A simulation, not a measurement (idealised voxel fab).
Name of the process module below: voxel self aligned vias
Cross-section cut spans 175 nm and uses square cells 5 nm in size.
Cross-section, as written here: a square-cell grid given band by band from the top down, where a band holds one or more rows of cells. Quick guide to a band line: top height, bottom height (nm) up front; then every material left to right with its width in nm. Only one material and it's marked "full width"? Then it fills the band edge to edge. And "air" just means empty space. It should be noted that heights are counted from 0, beneath which the wafer as supplied is of one material throughout, and that the lowest band possesses no lower boundary but continues downward, as written in "0 down". Top row gets the first number, bottom row gets the second, and each row in between changes by the same step: that is how a band width like "30 to 40" works. Reading "identical to before" for a step: not a cell of the cross-section changed in it. "Catalogued sealed voids" - sealed voids, min. 8 cells, no opening to top; format: width x height at distance (distance from left edge; nm throughout). The remark found on a step's line after its settings is issued by the simulator itself and pertains to that step. overlay nm: for a step with a mask, the amount by which the mask lay right of where it was planned; a negative amount means left of it.

The steps planned for the process are as follows:
1. RECEIVE with material Si
2. CONFORMAL_DEP with material SiO2, thk nm 10
3. CONFORMAL_DEP with material SiCN, thk nm 5
4. DIRECTIONAL_DEP with material SiO2, thk nm 25
5. MASKED_ETCH with tone open, mask id LINES, width nm 25, pitch nm 65, etch materials SiO2, depth nm 25, overlay nm 0
6. CONFORMAL_DEP with material TiN, thk nm 5
7. FILL_DEP with material Ru, thk nm 5
8. CMP with height nm 40
9. SELECTIVE_ETCH with etch materials W Ru TiN, depth nm 5
10. FILL_DEP with material SiN, thk nm 5
11. CMP with height nm 40
12. DIRECTIONAL_DEP with material SiO2, thk nm 20
13. DIRECTIONAL_DEP with material aC, thk nm 15
14. PATTERN with tone open, mask id VIAS, material resist, width nm 35, thk nm 35, overlay nm 0
15. DIRECTIONAL_ETCH with etch materials aC, depth nm 15
16. STRIP with etch materials resist
17. DIRECTIONAL_ETCH with etch materials SiO2, depth nm 20
18. DIRECTIONAL_ETCH with etch materials SiN, depth nm 5
19. STRIP with etch materials aC
20. CONFORMAL_DEP with material TiN, thk nm 5
21. FILL_DEP with material Cu, thk nm 5
22. CMP with height nm 60
23. CONFORMAL_DEP with material SiCN, thk nm 5

First of two wafers, processed according to plan:

Wafer cross-section on receipt, i.e. after step 1:
* 0 down = Si full width
* Catalogued sealed voids: none

The following cross-section depicts the wafer upon completion of step 2:
* 10 to 0 = SiO2 full width
* Below 0, the layers are the same as they were.

The following cross-section depicts the wafer upon completion of step 3:
* 15 to 10 = SiCN full width
* Below 10, the layers are the same as they were.

The following cross-section depicts the wafer upon completion of step 4:
* 40 to 15 = SiO2 full width
* Below 15, the layers are the same as they were.

The following cross-section depicts the wafer upon completion of step 5:
* 40 to 15 = 40 nm SiO2, 25 nm air, 40 nm SiO2, 25 nm air, 45 nm SiO2
* Below 15, the layers are the same as they were.

The following cross-section depicts the wafer upon completion of step 6:
* 45 to 40 = 45 nm TiN, 15 nm air, 50 nm TiN, 15 nm air, 50 nm TiN
* 40 to 20 = 40 nm SiO2, 5 nm TiN, 15 nm air, 5 nm TiN, 40 nm SiO2, 5 nm TiN, 15 nm air, 5 nm TiN, 45 nm SiO2
* 20 to 15 = 40 nm SiO2, 25 nm TiN, 40 nm SiO2, 25 nm TiN, 45 nm SiO2
* Below 15, the layers are the same as they were.

The following cross-section depicts the wafer upon completion of step 7:
* 50 to 45 = Ru full width
* 45 to 40 = 45 nm TiN, 15 nm Ru, 50 nm TiN, 15 nm Ru, 50 nm TiN
* 40 to 20 = 40 nm SiO2, 5 nm TiN, 15 nm Ru, 5 nm TiN, 40 nm SiO2, 5 nm TiN, 15 nm Ru, 5 nm TiN, 45 nm SiO2
* Below 20, the layers are the same as they were.

The following cross-section depicts the wafer upon completion of step 8:
* 40 to 20 = 40 nm SiO2, 5 nm TiN, 15 nm Ru, 5 nm TiN, 40 nm SiO2, 5 nm TiN, 15 nm Ru, 5 nm TiN, 45 nm SiO2
* Below 20, the layers are the same as they were.

The following cross-section depicts the wafer upon completion of step 9:
* 40 to 35 = 40 nm SiO2, 25 nm air, 40 nm SiO2, 25 nm air, 45 nm SiO2
* Below 35, the layers are the same as they were.

The following cross-section depicts the wafer upon completion of step 10:
* 45 to 40 = SiN full width
* 40 to 35 = 40 nm SiO2, 25 nm SiN, 40 nm SiO2, 25 nm SiN, 45 nm SiO2
* Below 35, the layers are the same as they were.

The following cross-section depicts the wafer upon completion of step 11:
* 40 to 35 = 40 nm SiO2, 25 nm SiN, 40 nm SiO2, 25 nm SiN, 45 nm SiO2
* Below 35, the layers are the same as they were.

The following cross-section depicts the wafer upon completion of step 12:
* 60 to 40 = SiO2 full width
* Below 40, the layers are the same as they were.

The following cross-section depicts the wafer upon completion of step 13:
* 75 to 60 = aC full width
* Below 60, the layers are the same as they were.

The following cross-section depicts the wafer upon completion of step 14:
* 110 to 75 = 35 nm resist, 35 nm air, 105 nm resist
* Below 75, the layers are the same as they were.

The following cross-section depicts the wafer upon completion of step 15:
* 95 to 75 = 35 nm resist, 35 nm air, 105 nm resist
* 75 to 60 = 35 nm aC, 35 nm air, 105 nm aC
* Below 60, the layers are the same as they were.

The following cross-section depicts the wafer upon completion of step 16:
* 75 to 60 = 35 nm aC, 35 nm air, 105 nm aC
* Below 60, the layers are the same as they were.

The following cross-section depicts the wafer upon completion of step 17:
* 75 to 60 = 35 nm aC, 35 nm air, 105 nm aC
* 60 to 40 = 35 nm SiO2, 35 nm air, 105 nm SiO2
* Below 40, the layers are the same as they were.

The following cross-section depicts the wafer upon completion of step 18:
* 75 to 60 = 35 nm aC, 35 nm air, 105 nm aC
* 60 to 40 = 35 nm SiO2, 35 nm air, 105 nm SiO2
* 40 to 35 = 40 nm SiO2, 25 nm air, 40 nm SiO2, 25 nm SiN, 45 nm SiO2
* Below 35, the layers are the same as they were.

The following cross-section depicts the wafer upon completion of step 19:
* 60 to 40 = 35 nm SiO2, 35 nm air, 105 nm SiO2
* Below 40, the layers are the same as they were.

The following cross-section depicts the wafer upon completion of step 20:
* 65 to 60 = 40 nm TiN, 25 nm air, 110 nm TiN
* 60 to 45 = 35 nm SiO2, 5 nm TiN, 25 nm air, 5 nm TiN, 105 nm SiO2
* 45 to 40 = 35 nm SiO2, 10 nm TiN, 15 nm air, 10 nm TiN, 105 nm SiO2
* 40 to 35 = 40 nm SiO2, 25 nm TiN, 40 nm SiO2, 25 nm SiN, 45 nm SiO2
* Below 35, the layers are the same as they were.

The following cross-section depicts the wafer upon completion of step 21:
* 70 to 65 = Cu full width
* 65 to 60 = 40 nm TiN, 25 nm Cu, 110 nm TiN
* 60 to 45 = 35 nm SiO2, 5 nm TiN, 25 nm Cu, 5 nm TiN, 105 nm SiO2
* 45 to 40 = 35 nm SiO2, 10 nm TiN, 15 nm Cu, 10 nm TiN, 105 nm SiO2
* Below 40, the layers are the same as they were.

The following cross-section depicts the wafer upon completion of step 22:
* 60 to 45 = 35 nm SiO2, 5 nm TiN, 25 nm Cu, 5 nm TiN, 105 nm SiO2
* Below 45, the layers are the same as they were.

The following cross-section depicts the wafer upon completion of step 23:
* 65 to 60 = SiCN full width
* Below 60, the layers are the same as they were.

Second wafer. Start and plan as for the first. One mistake made in running. Agrees with the first up to and including step 13:

Cross-sectional view of the second wafer at the intended end time of process step 14:
* 110 to 75 = 35 nm air, 35 nm resist, 105 nm air
* Below 75, the layers are the same as they were.

Cross-sectional view of the second wafer at the intended end time of process step 15:
* 95 to 75 = 35 nm air, 35 nm resist, 105 nm air
* 75 to 60 = 35 nm air, 35 nm aC, 105 nm air
* Below 60, the layers are the same as they were.

Cross-sectional view of the second wafer at the intended end time of process step 16:
* 75 to 60 = 35 nm air, 35 nm aC, 105 nm air
* Below 60, the layers are the same as they were.

Cross-sectional view of the second wafer at the intended end time of process step 17:
* 75 to 60 = 35 nm air, 35 nm aC, 105 nm air
* 60 to 40 = 35 nm air, 35 nm SiO2, 105 nm air
* Below 40, the layers are the same as they were.

Cross-sectional view of the second wafer at the intended end time of process step 18:
* 75 to 60 = 35 nm air, 35 nm aC, 105 nm air
* 60 to 40 = 35 nm air, 35 nm SiO2, 105 nm air
* 40 to 35 = 40 nm SiO2, 25 nm SiN, 40 nm SiO2, 25 nm air, 45 nm SiO2
* Below 35, the layers are the same as they were.

Cross-sectional view of the second wafer at the intended end time of process step 19:
* 60 to 40 = 35 nm air, 35 nm SiO2, 105 nm air
* Below 40, the layers are the same as they were.

Cross-sectional view of the second wafer at the intended end time of process step 20:
* 65 to 60 = 30 nm air, 45 nm TiN, 100 nm air
* 60 to 45 = 30 nm air, 5 nm TiN, 35 nm SiO2, 5 nm TiN, 100 nm air
* 45 to 40 = 35 nm TiN, 35 nm SiO2, 40 nm TiN, 15 nm air, 50 nm TiN
* 40 to 35 = 40 nm SiO2, 25 nm SiN, 40 nm SiO2, 25 nm TiN, 45 nm SiO2
* Below 35, the layers are the same as they were.

Cross-sectional view of the second wafer at the intended end time of process step 21:
* 70 to 65 = Cu full width
* 65 to 60 = 30 nm Cu, 45 nm TiN, 100 nm Cu
* 60 to 45 = 30 nm Cu, 5 nm TiN, 35 nm SiO2, 5 nm TiN, 100 nm Cu
* 45 to 40 = 35 nm TiN, 35 nm SiO2, 40 nm TiN, 15 nm Cu, 50 nm TiN
* Below 40, the layers are the same as they were.

Cross-sectional view of the second wafer at the intended end time of process step 22:
* 60 to 45 = 30 nm Cu, 5 nm TiN, 35 nm SiO2, 5 nm TiN, 100 nm Cu
* Below 45, the layers are the same as they were.

Cross-sectional view of the second wafer at the intended end time of process step 23:
* 65 to 60 = SiCN full width
* Below 60, the layers are the same as they were.
Deviation from plan: step 14 deviated from plan and actually ran as PATTERN with tone cover, mask id VIAS, material resist, width nm 35, thk nm 35, overlay nm 0
Count the cells at the end and the second wafer has more or fewer of some materials than the first: Cu +63, SiO2 -84, TiN +21
